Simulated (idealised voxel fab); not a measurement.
Process module name: voxel capacitor over wiring
FYI the section here is cut, 255 nm wide, cells are 5 nm squares.
Cross-section spec: square-cell grid; bands listed top down; each band is one or more rows. Look at the band entry: it leads with the top's height and the bottom's height in nm. Then it lists the materials left to right, with a width in nm for each. The word "everywhere" on a single material says that material fills the band edge to edge. The word "empty" is empty space. We count height from 0. Below that, the starting wafer is all one material. The lowest band never ends at the bottom but goes on down; see "0 nm and below" for how that is written. So if you see something like "30..40" for the width, read it as the top row of the band sitting at the first number and the bottom row at the second, with every row in between moving by the same amount as the last. "remained the same" means the step left every cell of the cross-section as it was. "Sealed void listing" enumerates empty spaces isolated from the top, with no open way to it, that contain at least 8 cells, giving each as width x height at distance from the left edge, all three in nm. The remark found on a step's line after its settings is issued by the simulator itself and pertains to that step. "overlay nm", when on a step's line for a step with a mask, measures how far to the right of its planned place the mask lay; a negative measure means to the left.
Process steps - plan
step 1: RECEIVE,material Si
step 2: CONFORMAL_DEP,material SiO2,thk nm 10
step 3: DIRECTIONAL_DEP,material TiN,thk nm 5
step 4: DIRECTIONAL_DEP,material W,thk nm 25
step 5: MASKED_ETCH,tone cover,mask id METAL_1,width nm 25,pitch nm 80,etch materials W,depth nm 25,overlay nm 0
step 6: MASKED_ETCH,tone cover,mask id METAL_1,width nm 25,pitch nm 80,etch materials TiN,depth nm 5,overlay nm 0
step 7: CONFORMAL_DEP,material SiCN,thk nm 5
step 8: FILL_DEP,material lowk,thk nm 10
step 9: CMP,height nm 40
step 10: CONFORMAL_DEP,material SiCN,thk nm 5
step 11: DIRECTIONAL_DEP,material lowk,thk nm 15
step 12: PATTERN,tone open,mask id PLUG_1,material resist,width nm 15,thk nm 20,overlay nm 0
step 13: DIRECTIONAL_ETCH,etch materials lowk,depth nm 15
step 14: DIRECTIONAL_ETCH,etch materials SiCN,depth nm 5
step 15: STRIP,etch materials resist
step 16: CONFORMAL_DEP,material TiN,thk nm 5
step 17: FILL_DEP,material Cu,thk nm 10
step 18: CMP,height nm 60
step 19: DIRECTIONAL_DEP,material TiN,thk nm 5
step 20: DIRECTIONAL_DEP,material HfO2,thk nm 5
step 21: DIRECTIONAL_DEP,material TiN,thk nm 5
step 22: MASKED_ETCH,tone cover,mask id UPPER_PLATE,width nm 60,etch materials TiN,depth nm 5,overlay nm 0
step 23: MASKED_ETCH,tone cover,mask id UPPER_PLATE,width nm 60,etch materials HfO2,depth nm 5,overlay nm 0
step 24: MASKED_ETCH,tone cover,mask id LOWER_PLATE,width nm 70,etch materials TiN,depth nm 5,overlay nm 0
step 25: FILL_DEP,material SiO2,thk nm 15
step 26: CMP,height nm 85
step 27: MASKED_ETCH,tone open,mask id PLUG_2,width nm 15,etch materials SiO2,depth nm 10,overlay nm 0
step 28: CONFORMAL_DEP,material TiN,thk nm 5
step 29: FILL_DEP,material W,thk nm 10
step 30: CMP,height nm 85
step 31: CONFORMAL_DEP,material SiCN,thk nm 5
Step 1 complete: cross-section of the wafer as received
  0 nm and below = Si everywhere
  Sealed void listing: none
Cross-section, first of two wafers, end of module, run as planned
  90 nm to 85 nm = SiCN everywhere
  85 nm to 80 nm = SiO2 95 nm, then TiN 5 nm, then W 5 nm, then TiN 5 nm, then SiO2 145 nm
  80 nm to 70 nm = SiO2 95..85 nm, then TiN 15..60 nm, then SiO2 145..110 nm
  70 nm to 65 nm = SiO2 85 nm, then HfO2 60 nm, then SiO2 110 nm
  65 nm to 60 nm = SiO2 80 nm, then TiN 70 nm, then SiO2 105 nm
  60 nm to 45 nm = lowk 85 nm, then TiN 5 nm, then Cu 5 nm, then TiN 5 nm, then lowk 155 nm
  45 nm to 40 nm = SiCN 85 nm, then TiN 15 nm, then SiCN 155 nm
  40 nm to 15 nm = lowk 70 nm, then SiCN 5 nm, then W 25 nm, then SiCN 5 nm, then lowk 45 nm, then SiCN 5 nm, then W 25 nm, then SiCN 5 nm, then lowk 70 nm
  15 nm to 10 nm = SiCN 75 nm, then TiN 25 nm, then SiCN 55 nm, then TiN 25 nm, then SiCN 75 nm
  10 nm to 0 nm = SiO2 everywhere
  0 nm and below = Si everywhere
  Sealed void listing: none
Now the second wafer, cross-sectioned at the end of the module. Nothing different at the start, nothing different in the plan compared with the first, just one mistake when it was actually run
  90 nm to 85 nm = SiCN everywhere
  85 nm to 80 nm = SiO2 95 nm, then TiN 5 nm, then W 5 nm, then TiN 5 nm, then SiO2 145 nm
  80 nm to 70 nm = SiO2 95..85 nm, then TiN 15..60 nm, then SiO2 145..110 nm
  70 nm to 65 nm = SiO2 85 nm, then HfO2 60 nm, then SiO2 110 nm
  65 nm to 60 nm = SiO2 80 nm, then TiN 70 nm, then SiO2 105 nm
  60 nm to 55 nm = SiCN 85 nm, then TiN 15 nm, then SiCN 155 nm
  55 nm to 45 nm = lowk everywhere
  45 nm to 40 nm = lowk 70 nm, then SiCN 35 nm, then lowk 45 nm, then SiCN 35 nm, then lowk 70 nm
  40 nm to 15 nm = lowk 70 nm, then SiCN 5 nm, then W 25 nm, then SiCN 5 nm, then lowk 45 nm, then SiCN 5 nm, then W 25 nm, then SiCN 5 nm, then lowk 70 nm
  15 nm to 10 nm = SiCN 75 nm, then TiN 25 nm, then SiCN 55 nm, then TiN 25 nm, then SiCN 75 nm
  10 nm to 0 nm = SiO2 everywhere
  0 nm and below = Si everywhere
  Sealed void listing: none
Heads up, the wafer didn't run the way we planned it: step 9 in the plan did not get run; it was skipped
The second wafer ends with more or fewer cells of some materials than the first, per final count: -3 Cu, +14 SiCN, -6 TiN, -5 lowk
